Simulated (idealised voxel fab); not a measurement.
voxel double patterning: a process module
This is section cut - it's 275 nm across, gridded in 5 nm square cells.
Cross-section format: a grid of square cells, given as bands from top to bottom; each band is one or more rows of cells. It is stipulated that each band's entry specify, in nanometres, the height of the top of the band and then that of its bottom, followed by the materials of the band in left-to-right sequence, each together with its width in nanometres. A single material marked by the word "full width" is understood to fill the band from edge to edge; the word "blank" is understood to denote empty space. Counting heights begins at 0, where everything beneath is, in the wafer as received, one material. The lowest band has no bottom; it goes on downwards, as "0 and below" shows. The width entry "30 to 40" should be interpreted row by row: the top row of cells in the band takes the first number, the bottom row takes the second number, and the change between adjacent rows is uniform throughout. For the purposes of this document, the phrase "remained the same" attached to a step denotes that no cell within the cross-section was modified by that step. "Enclosed voids" - sealed voids, min. 8 cells, no opening to top; format: width x height at distance (distance from left edge; nm throughout). Where a step's line continues beyond its settings, the continuation is a remark by the simulator itself on that step. overlay nm: for a step with a mask, the amount by which the mask lay right of where it was planned; a negative amount means left of it.
[The process steps that were planned are listed below]
- 1: RECEIVE [material Si]
- 2: CONFORMAL_DEP [material SiO2] [thk nm 10]
- 3: DIRECTIONAL_DEP [material W] [thk nm 15]
- 4: DIRECTIONAL_DEP [material SiCN] [thk nm 5]
- 5: PATTERN [tone open] [mask id FIRST] [material resist] [width nm 15] [pitch nm 50] [thk nm 15] [overlay nm 0]
- 6: DIRECTIONAL_ETCH [etch materials SiCN] [depth nm 5]
- 7: STRIP [etch materials resist]
- 8: PATTERN [tone open] [mask id SECOND] [material resist] [width nm 15] [pitch nm 50] [thk nm 15] [overlay nm 0]
- 9: DIRECTIONAL_ETCH [etch materials SiCN] [depth nm 5]
- 10: STRIP [etch materials resist]
- 11: DIRECTIONAL_ETCH [etch materials W] [depth nm 15]
- 12: STRIP [etch materials SiCN]
[Received-state cross-section, reflecting completion of step 1]
* 0 and below  Si full width
* Enclosed voids: none
[Same starting wafer, same plan as above, one mistake in the execution; this is the cross-section at the end of the module]
* 15 down to 10  W full width
* 10 down to 0  SiO2 full width
* 0 and below  Si full width
* Enclosed voids: none
what went wrong: for step 4, the planned setting was not used; the step was instead run as DIRECTIONAL_DEP [material W] [thk nm 5]
